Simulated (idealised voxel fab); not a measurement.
Documented hereafter: the process module known as voxel plated lines.
220 nm wide, 5 nm square cells: that's cross-section cut.
For the purposes of this document, a cross-section shall be understood as a grid of square cells, specified as bands listed in top-to-bottom order, each band consisting of one or more rows of cells.
In this notation a band is specified by the heights of its top and bottom, in that order and in nm, after which its materials appear from left to right, each paired with its width in nm. The word "throughout" attached to a single material means that material fills the band from edge to edge; the word "blank" stands for empty space.
Height datum 0, below which the as-received substrate wafer is one material. Lowest band open at the bottom, running downward: "z 0 and below".
So if you see something like "30..40" for the width, read it as the top row of the band sitting at the first number and the bottom row at the second, with every row in between moving by the same amount as the last.
"nothing was modified", as given for a step, is the statement that not any cell of the cross-section underwent a change during that step.
Voids not open to the top, 8 cells minimum: see "Catalogued sealed voids". Written width x height at distance; distance is from the left edge; nm.
That trailing text on a step's line, after the settings, is the simulator's own remark on the step.
overlay nm: right-of-plan distance of the mask on a masked step; negative values mean left-of-plan.

Steps in the process plan:
1 op RECEIVE | material Si
2 op CONFORMAL_DEP | material Al2O3 | thk nm 15
3 op DIRECTIONAL_DEP | material TiN | thk nm 5
4 op PATTERN | tone open | mask id LINES | material resist | width nm 15 | pitch nm 30 | thk nm 40 | overlay nm 0
5 op EPI | material Ru | thk nm 5
6 op EPI | material Ru | thk nm 10
7 op EPI | material Ru | thk nm 5
8 op STRIP | etch materials resist
9 op DIRECTIONAL_ETCH | etch materials TiN | depth nm 5
10 op CONFORMAL_DEP | material SiCN | thk nm 5

Wafer at receipt (post step 1), cross-section:
z 0 and below: Si throughout
Catalogued sealed voids: none

Looking at the first of two wafers in cross-section at end of module - ran to plan:
z 45 to 40: blank 65, SiCN 25, blank 5, SiCN 25, blank 5, SiCN 25, blank 70
z 40 to 20: blank 65, SiCN 5, Ru 15, SiCN 5, blank 5, SiCN 5, Ru 15, SiCN 5, blank 5, SiCN 5, Ru 15, SiCN 5, blank 70
z 20 to 15: SiCN 70, TiN 15, SiCN 15, TiN 15, SiCN 15, TiN 15, SiCN 75
z 15 to 0: Al2O3 throughout
z 0 and below: Si throughout
Catalogued sealed voids: none

Now the second wafer, cross-sectioned at the end of the module. Nothing different at the start, nothing different in the plan compared with the first, just one mistake when it was actually run:
z 45 to 40: blank 60, SiCN 95, blank 65
z 40 to 30: blank 60, SiCN 5, Ru 25, SiCN 5, Ru 25, SiCN 5, Ru 25, SiCN 5, blank 65
z 30 to 25: SiCN 65, Ru 25, SiCN 5, Ru 25, SiCN 5, Ru 25, SiCN 70
z 25 to 20: Ru throughout
z 20 to 15: TiN throughout
z 15 to 0: Al2O3 throughout
z 0 and below: Si throughout
Catalogued sealed voids: none
The mistake made against the process plan was this: step 8 occupied the plan position of step 7, and the converse holds as well
Counted in cells at the end, the second wafer holds more or fewer of these materials than the first: 53 more of Ru | 18 fewer of SiCN | 35 more of TiN
